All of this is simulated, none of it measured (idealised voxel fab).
Presented below is a process module, voxel self aligned vias.
This is section cut - it's 265 nm across, gridded in 5 nm square cells.
If you're reading a cross-section in this doc, picture square cells in a grid; it comes to you as bands, top ones listed first down to the bottom, and a band can be one or more rows of cells.
A band entry consists of two parts. The first gives the height of the band's top and the height of its bottom, in nm. The rest lists the band's materials from left to right, each with its width in nm. A single material labelled with the word "all across" fills the band from edge to edge, and the word "air" marks empty space.
All heights in this document are referenced to 0, defined as the level beneath which the wafer, as received, consists entirely of one material. The lowest band is not bounded below; it extends indefinitely downward and is written in the form "0 down".
Top row gets the first number, bottom row gets the second, and each row in between changes by the same step: that is how a band width like "30..40" works.
Step marked "everything unchanged"? Then no cell in the cross-section changed in it.
Empty spaces counting at least 8 cells and having no open way to the top are listed in "Unvented voids". The notation width x height at distance is used for each, the distance being from the left edge and all three values in nm.
after a step's settings: what the simulator itself notes on the step
overlay nm: step with mask; distance mask lay right of planned place; negative value = left of planned place.

Steps in the process plan:
1 op RECEIVE | material Si
2 op CONFORMAL_DEP | material SiO2 | thk nm 15
3 op CONFORMAL_DEP | material SiCN | thk nm 5
4 op DIRECTIONAL_DEP | material lowk | thk nm 25
5 op DIRECTIONAL_DEP | material aC | thk nm 10
6 op PATTERN | tone open | mask id LINES | material resist | width nm 30 | pitch nm 80 | thk nm 30 | overlay nm 0
7 op DIRECTIONAL_ETCH | etch materials aC | depth nm 10
8 op STRIP | etch materials resist
9 op DIRECTIONAL_ETCH | etch materials lowk | depth nm 25
10 op STRIP | etch materials aC
11 op CONFORMAL_DEP | material TiN | thk nm 5
12 op FILL_DEP | material Ru | thk nm 10
13 op CMP | height nm 45
14 op SELECTIVE_ETCH | etch materials W Ru TiN | depth nm 10
15 op FILL_DEP | material SiN | thk nm 5
16 op CMP | height nm 45
17 op DIRECTIONAL_DEP | material lowk | thk nm 15
18 op DIRECTIONAL_DEP | material aC | thk nm 10
19 op PATTERN | tone open | mask id VIAS | material resist | width nm 50 | pitch nm 160 | thk nm 30 | overlay nm 0
20 op DIRECTIONAL_ETCH | etch materials aC | depth nm 10
21 op STRIP | etch materials resist
22 op DIRECTIONAL_ETCH | etch materials lowk | depth nm 15
23 op DIRECTIONAL_ETCH | etch materials SiN | depth nm 10
24 op STRIP | etch materials aC
25 op CONFORMAL_DEP | material TiN | thk nm 5
26 op FILL_DEP | material Cu | thk nm 10
27 op CMP | height nm 60
28 op CONFORMAL_DEP | material SiCN | thk nm 5

First of two wafers - as planned:

As received (post step 1): cross-section:
- 0 down | Si all across
- Unvented voids: none

after step 2:
- 15 to 0 | SiO2 all across
- Everything below 0 is unchanged.

after step 3:
- 20 to 15 | SiCN all across
- Everything below 15 is unchanged.

after step 4:
- 45 to 20 | lowk all across
- Everything below 20 is unchanged.

after step 5:
- 55 to 45 | aC all across
- Everything below 45 is unchanged.

after step 6:
- 85 to 55 | resist=35  air=30  resist=50  air=30  resist=50  air=30  resist=40
- Everything below 55 is unchanged.

after step 7:
- 75 to 55 | resist=35  air=30  resist=50  air=30  resist=50  air=30  resist=40
- 55 to 45 | aC=35  air=30  aC=50  air=30  aC=50  air=30  aC=40
- Everything below 45 is unchanged.

after step 8:
- 55 to 45 | aC=35  air=30  aC=50  air=30  aC=50  air=30  aC=40
- Everything below 45 is unchanged.

after step 9:
- 55 to 45 | aC=35  air=30  aC=50  air=30  aC=50  air=30  aC=40
- 45 to 20 | lowk=35  air=30  lowk=50  air=30  lowk=50  air=30  lowk=40
- Everything below 20 is unchanged.

after step 10:
- 45 to 20 | lowk=35  air=30  lowk=50  air=30  lowk=50  air=30  lowk=40
- Everything below 20 is unchanged.

after step 11:
- 50 to 45 | TiN=40  air=20  TiN=60  air=20  TiN=60  air=20  TiN=45
- 45 to 25 | lowk=35  TiN=5  air=20  TiN=5  lowk=50  TiN=5  air=20  TiN=5  lowk=50  TiN=5  air=20  TiN=5  lowk=40
- 25 to 20 | lowk=35  TiN=30  lowk=50  TiN=30  lowk=50  TiN=30  lowk=40
- Everything below 20 is unchanged.

after step 12:
- 60 to 50 | Ru all across
- 50 to 45 | TiN=40  Ru=20  TiN=60  Ru=20  TiN=60  Ru=20  TiN=45
- 45 to 25 | lowk=35  TiN=5  Ru=20  TiN=5  lowk=50  TiN=5  Ru=20  TiN=5  lowk=50  TiN=5  Ru=20  TiN=5  lowk=40
- Everything below 25 is unchanged.

after step 13:
- 45 to 25 | lowk=35  TiN=5  Ru=20  TiN=5  lowk=50  TiN=5  Ru=20  TiN=5  lowk=50  TiN=5  Ru=20  TiN=5  lowk=40
- Everything below 25 is unchanged.

after step 14:
- 45 to 35 | lowk=35  air=30  lowk=50  air=30  lowk=50  air=30  lowk=40
- Everything below 35 is unchanged.

after step 15:
- 50 to 45 | SiN all across
- 45 to 35 | lowk=35  SiN=30  lowk=50  SiN=30  lowk=50  SiN=30  lowk=40
- Everything below 35 is unchanged.

after step 16:
- 45 to 35 | lowk=35  SiN=30  lowk=50  SiN=30  lowk=50  SiN=30  lowk=40
- Everything below 35 is unchanged.

after step 17:
- 60 to 45 | lowk all across
- Everything below 45 is unchanged.

after step 18:
- 70 to 60 | aC all across
- Everything below 60 is unchanged.

after step 19:
- 100 to 70 | resist=25  air=50  resist=110  air=50  resist=30
- Everything below 70 is unchanged.

after step 20:
- 90 to 70 | resist=25  air=50  resist=110  air=50  resist=30
- 70 to 60 | aC=25  air=50  aC=110  air=50  aC=30
- Everything below 60 is unchanged.

after step 21:
- 70 to 60 | aC=25  air=50  aC=110  air=50  aC=30
- Everything below 60 is unchanged.

after step 22:
- 70 to 60 | aC=25  air=50  aC=110  air=50  aC=30
- 60 to 45 | lowk=25  air=50  lowk=110  air=50  lowk=30
- Everything below 45 is unchanged.

after step 23:
- 70 to 60 | aC=25  air=50  aC=110  air=50  aC=30
- 60 to 45 | lowk=25  air=50  lowk=110  air=50  lowk=30
- 45 to 35 | lowk=35  air=30  lowk=50  SiN=30  lowk=50  air=30  lowk=40
- Everything below 35 is unchanged.

after step 24:
- 60 to 45 | lowk=25  air=50  lowk=110  air=50  lowk=30
- Everything below 45 is unchanged.

after step 25:
- 65 to 60 | TiN=30  air=40  TiN=120  air=40  TiN=35
- 60 to 50 | lowk=25  TiN=5  air=40  TiN=5  lowk=110  TiN=5  air=40  TiN=5  lowk=30
- 50 to 45 | lowk=25  TiN=15  air=20  TiN=15  lowk=110  TiN=15  air=20  TiN=15  lowk=30
- 45 to 40 | lowk=35  TiN=5  air=20  TiN=5  lowk=50  SiN=30  lowk=50  TiN=5  air=20  TiN=5  lowk=40
- 40 to 35 | lowk=35  TiN=30  lowk=50  SiN=30  lowk=50  TiN=30  lowk=40
- Everything below 35 is unchanged.

after step 26:
- 75 to 65 | Cu all across
- 65 to 60 | TiN=30  Cu=40  TiN=120  Cu=40  TiN=35
- 60 to 50 | lowk=25  TiN=5  Cu=40  TiN=5  lowk=110  TiN=5  Cu=40  TiN=5  lowk=30
- 50 to 45 | lowk=25  TiN=15  Cu=20  TiN=15  lowk=110  TiN=15  Cu=20  TiN=15  lowk=30
- 45 to 40 | lowk=35  TiN=5  Cu=20  TiN=5  lowk=50  SiN=30  lowk=50  TiN=5  Cu=20  TiN=5  lowk=40
- Everything below 40 is unchanged.

after step 27:
- 60 to 50 | lowk=25  TiN=5  Cu=40  TiN=5  lowk=110  TiN=5  Cu=40  TiN=5  lowk=30
- Everything below 50 is unchanged.

after step 28:
- 65 to 60 | SiCN all across
- Everything below 60 is unchanged.

The remaining wafer, second of the two, started like the first and was run to the same plan, except that one mistake was made along the way; the two coincide through step 2, inclusive:

At the planned end of step 3, the second wafer in cross-section: everything unchanged

At the planned end of step 4, the second wafer in cross-section:
- 40 to 15 | lowk all across
- Everything below 15 is unchanged.

At the planned end of step 5, the second wafer in cross-section:
- 50 to 40 | aC all across
- Everything below 40 is unchanged.

At the planned end of step 6, the second wafer in cross-section:
- 80 to 50 | resist=35  air=30  resist=50  air=30  resist=50  air=30  resist=40
- Everything below 50 is unchanged.

At the planned end of step 7, the second wafer in cross-section:
- 70 to 50 | resist=35  air=30  resist=50  air=30  resist=50  air=30  resist=40
- 50 to 40 | aC=35  air=30  aC=50  air=30  aC=50  air=30  aC=40
- Everything below 40 is unchanged.

At the planned end of step 8, the second wafer in cross-section:
- 50 to 40 | aC=35  air=30  aC=50  air=30  aC=50  air=30  aC=40
- Everything below 40 is unchanged.

At the planned end of step 9, the second wafer in cross-section:
- 50 to 40 | aC=35  air=30  aC=50  air=30  aC=50  air=30  aC=40
- 40 to 15 | lowk=35  air=30  lowk=50  air=30  lowk=50  air=30  lowk=40
- Everything below 15 is unchanged.

At the planned end of step 10, the second wafer in cross-section:
- 40 to 15 | lowk=35  air=30  lowk=50  air=30  lowk=50  air=30  lowk=40
- Everything below 15 is unchanged.

At the planned end of step 11, the second wafer in cross-section:
- 45 to 40 | TiN=40  air=20  TiN=60  air=20  TiN=60  air=20  TiN=45
- 40 to 20 | lowk=35  TiN=5  air=20  TiN=5  lowk=50  TiN=5  air=20  TiN=5  lowk=50  TiN=5  air=20  TiN=5  lowk=40
- 20 to 15 | lowk=35  TiN=30  lowk=50  TiN=30  lowk=50  TiN=30  lowk=40
- Everything below 15 is unchanged.

At the planned end of step 12, the second wafer in cross-section:
- 55 to 45 | Ru all across
- 45 to 40 | TiN=40  Ru=20  TiN=60  Ru=20  TiN=60  Ru=20  TiN=45
- 40 to 20 | lowk=35  TiN=5  Ru=20  TiN=5  lowk=50  TiN=5  Ru=20  TiN=5  lowk=50  TiN=5  Ru=20  TiN=5  lowk=40
- Everything below 20 is unchanged.

At the planned end of step 13, the second wafer in cross-section:
- 45 to 40 | TiN=40  Ru=20  TiN=60  Ru=20  TiN=60  Ru=20  TiN=45
- Everything below 40 is unchanged.

At the planned end of step 14, the second wafer in cross-section:
- 40 to 35 | lowk=35  air=30  lowk=50  air=30  lowk=50  air=30  lowk=40
- Everything below 35 is unchanged.

At the planned end of step 15, the second wafer in cross-section:
- 45 to 40 | SiN all across
- 40 to 35 | lowk=35  SiN=30  lowk=50  SiN=30  lowk=50  SiN=30  lowk=40
- Everything below 35 is unchanged.

At the planned end of step 16, the second wafer in cross-section: everything unchanged

At the planned end of step 17, the second wafer in cross-section:
- 60 to 45 | lowk all across
- Everything below 45 is unchanged.

At the planned end of step 18, the second wafer in cross-section:
- 70 to 60 | aC all across
- Everything below 60 is unchanged.

At the planned end of step 19, the second wafer in cross-section:
- 100 to 70 | resist=25  air=50  resist=110  air=50  resist=30
- Everything below 70 is unchanged.

At the planned end of step 20, the second wafer in cross-section:
- 90 to 70 | resist=25  air=50  resist=110  air=50  resist=30
- 70 to 60 | aC=25  air=50  aC=110  air=50  aC=30
- Everything below 60 is unchanged.

At the planned end of step 21, the second wafer in cross-section:
- 70 to 60 | aC=25  air=50  aC=110  air=50  aC=30
- Everything below 60 is unchanged.

At the planned end of step 22, the second wafer in cross-section:
- 70 to 60 | aC=25  air=50  aC=110  air=50  aC=30
- 60 to 45 | lowk=25  air=50  lowk=110  air=50  lowk=30
- Everything below 45 is unchanged.

At the planned end of step 23, the second wafer in cross-section:
- 70 to 60 | aC=25  air=50  aC=110  air=50  aC=30
- 60 to 45 | lowk=25  air=50  lowk=110  air=50  lowk=30
- 45 to 40 | SiN=25  air=50  SiN=110  air=50  SiN=30
- 40 to 35 | lowk=35  air=30  lowk=50  SiN=30  lowk=50  air=30  lowk=40
- Everything below 35 is unchanged.

At the planned end of step 24, the second wafer in cross-section:
- 60 to 45 | lowk=25  air=50  lowk=110  air=50  lowk=30
- Everything below 45 is unchanged.

At the planned end of step 25, the second wafer in cross-section:
- 65 to 60 | TiN=30  air=40  TiN=120  air=40  TiN=35
- 60 to 45 | lowk=25  TiN=5  air=40  TiN=5  lowk=110  TiN=5  air=40  TiN=5  lowk=30
- 45 to 40 | SiN=25  TiN=15  air=20  TiN=15  SiN=110  TiN=15  air=20  TiN=15  SiN=30
- 40 to 35 | lowk=35  TiN=30  lowk=50  SiN=30  lowk=50  TiN=30  lowk=40
- Everything below 35 is unchanged.

At the planned end of step 26, the second wafer in cross-section:
- 75 to 65 | Cu all across
- 65 to 60 | TiN=30  Cu=40  TiN=120  Cu=40  TiN=35
- 60 to 45 | lowk=25  TiN=5  Cu=40  TiN=5  lowk=110  TiN=5  Cu=40  TiN=5  lowk=30
- 45 to 40 | SiN=25  TiN=15  Cu=20  TiN=15  SiN=110  TiN=15  Cu=20  TiN=15  SiN=30
- Everything below 40 is unchanged.

At the planned end of step 27, the second wafer in cross-section:
- 60 to 45 | lowk=25  TiN=5  Cu=40  TiN=5  lowk=110  TiN=5  Cu=40  TiN=5  lowk=30
- Everything below 45 is unchanged.

At the planned end of step 28, the second wafer in cross-section:
- 65 to 60 | SiCN all across
- Everything below 60 is unchanged.
Short version of what went wrong: skipped: plan step 3 (never run)
The closing comparison, in cells, has the second wafer with more or fewer of some materials than the first: +8 Cu | +12 Ru | -53 SiCN | +27 SiN | +6 TiN
